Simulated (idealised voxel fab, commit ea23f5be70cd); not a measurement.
The document below concerns the process module designated voxel transistor to metal.
Pictured: cross-section cut, 150 nm wide, on a grid of 5 nm square cells.
Bands, listed from the top down, are how a cross-section gets written in this document; the cross-section itself is a grid of square cells, and a band is one or more rows of them. In this notation a band is specified by the heights of its top and bottom, in that order and in nm, after which its materials appear from left to right, each paired with its width in nm. The word "throughout" attached to a single material means that material fills the band from edge to edge; the word "blank" stands for empty space. Zero point of the height axis is 0; under it, received wafer = one material. Lowest band: continues down indefinitely, "from 0 down". Width: "30 to 40" (first number = top row, second number = bottom row, same change from row to row of cells). "remained unchanged" for a step: no cell of the cross-section changed in that step. Enclosed voids (no open way to top), threshold 8 cells or more, entry "Closed void roster", notation width x height at distance, distance from left edge, nm. The remark found on a step's line after its settings is issued by the simulator itself and pertains to that step. overlay nm: how far to the right of its planned place the mask lay on this masked step (negative: to the left).

Intended process steps
1) op RECEIVE | material Si
2) op OXIDIZE | depth nm 5
3) op CONFORMAL_DEP | material SiN | thk nm 10
4) op MASKED_ETCH | tone cover | mask id ACTIVE | width nm 110 | etch materials SiN | depth nm 10 | overlay nm 0
5) op MASKED_ETCH | tone cover | mask id ACTIVE | width nm 110 | etch materials SiO2 | depth nm 5 | overlay nm 0
6) op MASKED_ETCH | tone cover | mask id ACTIVE | width nm 110 | etch materials Si | depth nm 30 | overlay nm 0
7) op OXIDIZE | depth nm 5
8) op FILL_DEP | material SiO2 | thk nm 10
9) op CMP | height nm 10
10) op SELECTIVE_ETCH | etch materials SiO2 | depth nm 5
11) op STRIP | etch materials SiN
12) op SELECTIVE_ETCH | etch materials SiO2 | depth nm 5
13) op OXIDIZE | depth nm 5
14) op DIRECTIONAL_DEP | material polySi | thk nm 25
15) op DIRECTIONAL_DEP | material SiCN | thk nm 10
16) op PATTERN | tone cover | mask id GATE | material resist | width nm 30 | thk nm 20 | overlay nm 0
17) op DIRECTIONAL_ETCH | etch materials SiCN | depth nm 20
18) op DIRECTIONAL_ETCH | etch materials polySi | depth nm 35
19) op STRIP | etch materials resist
20) op CONFORMAL_DEP | material SiN | thk nm 10
21) op DIRECTIONAL_ETCH | etch materials SiN | depth nm 10
22) op DIRECTIONAL_ETCH | etch materials SiO2 | depth nm 5
23) op EPI | material SiGe | thk nm 5
24) op FILL_DEP | material SiO2 | thk nm 5
25) op CMP | height nm 20
26) op STRIP | etch materials polySi
27) op SELECTIVE_ETCH | etch materials SiO2 | depth nm 5
28) op CONFORMAL_DEP | material HfO2 | thk nm 5
29) op CONFORMAL_DEP | material TiN | thk nm 5
30) op FILL_DEP | material W | thk nm 10
31) op CMP | height nm 15
32) op DIRECTIONAL_DEP | material SiO2 | thk nm 10
33) op MASKED_ETCH | tone open | mask id CONTACT | width nm 20 | pitch nm 80 | etch materials SiO2 | depth nm 30 | overlay nm 0
34) op CONFORMAL_DEP | material TiN | thk nm 5
35) op FILL_DEP | material W | thk nm 10
36) op CMP | height nm 25
37) op DIRECTIONAL_DEP | material TiN | thk nm 5
38) op DIRECTIONAL_DEP | material W | thk nm 20
39) op DIRECTIONAL_DEP | material aC | thk nm 15
40) op PATTERN | tone cover | mask id METAL_1 | material resist | width nm 20 | pitch nm 80 | thk nm 35 | overlay nm 0
41) op DIRECTIONAL_ETCH | etch materials aC | depth nm 15
42) op STRIP | etch materials resist
43) op DIRECTIONAL_ETCH | etch materials W | depth nm 20
44) op DIRECTIONAL_ETCH | etch materials TiN | depth nm 5
45) op STRIP | etch materials aC
46) op CONFORMAL_DEP | material SiN | thk nm 5
47) op FILL_DEP | material lowk | thk nm 10
48) op CMP | height nm 50
49) op CONFORMAL_DEP | material SiN | thk nm 5

Incoming wafer, cross-sectional view, post step 1
* from 0 down | Si throughout
* Closed void roster: none

End-of-module cross-section of the first of two wafers, processed as planned
* from 55 to 50 | SiN throughout
* from 50 to 30 | lowk: 20 / SiN: 5 / W: 20 / SiN: 5 / lowk: 50 / SiN: 5 / W: 20 / SiN: 5 / lowk: 20
* from 30 to 25 | SiN: 25 / TiN: 20 / SiN: 60 / TiN: 20 / SiN: 25
* from 25 to 15 | SiO2: 25 / TiN: 5 / W: 10 / TiN: 5 / SiO2: 60 / TiN: 5 / W: 10 / TiN: 5 / SiO2: 25
* from 15 to 0 | SiO2: 25 / TiN: 5 / W: 10 / TiN: 5 / SiO2: 5 / SiN: 10 / HfO2: 5 / TiN: 5 / W: 10 / TiN: 5 / HfO2: 5 / SiN: 10 / SiO2: 5 / TiN: 5 / W: 10 / TiN: 5 / SiO2: 25
* from 0 to -5 | SiO2: 15 / SiN: 10 / TiN: 20 / SiO2: 5 / SiN: 10 / HfO2: 5 / TiN: 20 / HfO2: 5 / SiN: 10 / SiO2: 5 / TiN: 20 / SiN: 10 / SiO2: 15
* from -5 to -10 | SiO2: 25 / SiGe: 25 / SiO2: 5 / HfO2: 40 / SiO2: 5 / SiGe: 25 / SiO2: 25
* from -10 to -40 | SiO2: 25 / Si: 100 / SiO2: 25
* from -40 down | Si throughout
* Closed void roster: none

Second wafer at the end: like start, like plan, one mistake
* from 55 to 50 | SiN throughout
* from 50 to 30 | lowk: 20 / SiN: 5 / W: 20 / SiN: 5 / lowk: 50 / SiN: 5 / W: 20 / SiN: 5 / lowk: 20
* from 30 to 25 | SiN: 25 / TiN: 20 / SiN: 60 / TiN: 20 / SiN: 25
* from 25 to 15 | SiO2: 25 / TiN: 5 / W: 10 / TiN: 5 / SiO2: 60 / TiN: 5 / W: 10 / TiN: 5 / SiO2: 25
* from 15 to 0 | SiO2: 25 / TiN: 5 / W: 10 / TiN: 5 / SiO2: 5 / SiN: 10 / HfO2: 5 / TiN: 5 / W: 10 / TiN: 5 / HfO2: 5 / SiN: 10 / SiO2: 5 / TiN: 5 / W: 10 / TiN: 5 / SiO2: 25
* from 0 to -5 | SiO2: 10 / SiN: 10 / SiO2: 5 / TiN: 20 / SiO2: 5 / SiN: 10 / HfO2: 5 / TiN: 20 / HfO2: 5 / SiN: 10 / SiO2: 5 / TiN: 20 / SiO2: 5 / SiN: 10 / SiO2: 10
* from -5 to -10 | SiO2: 10 / SiN: 15 / SiGe: 25 / SiO2: 5 / HfO2: 40 / SiO2: 5 / SiGe: 25 / SiN: 15 / SiO2: 10
* from -10 to -15 | SiO2: 30 / Si: 90 / SiO2: 30
* from -15 to -40 | SiO2: 25 / Si: 100 / SiO2: 25
* from -40 down | Si throughout
* Closed void roster: none
In executing the process, a mistake was made relative to the plan: step 11 occupied the plan position of step 10, and the converse holds as well
At the finish, the second wafer shows more or fewer cells for some materials than the first does: Si -2; SiN +6; SiO2 -4
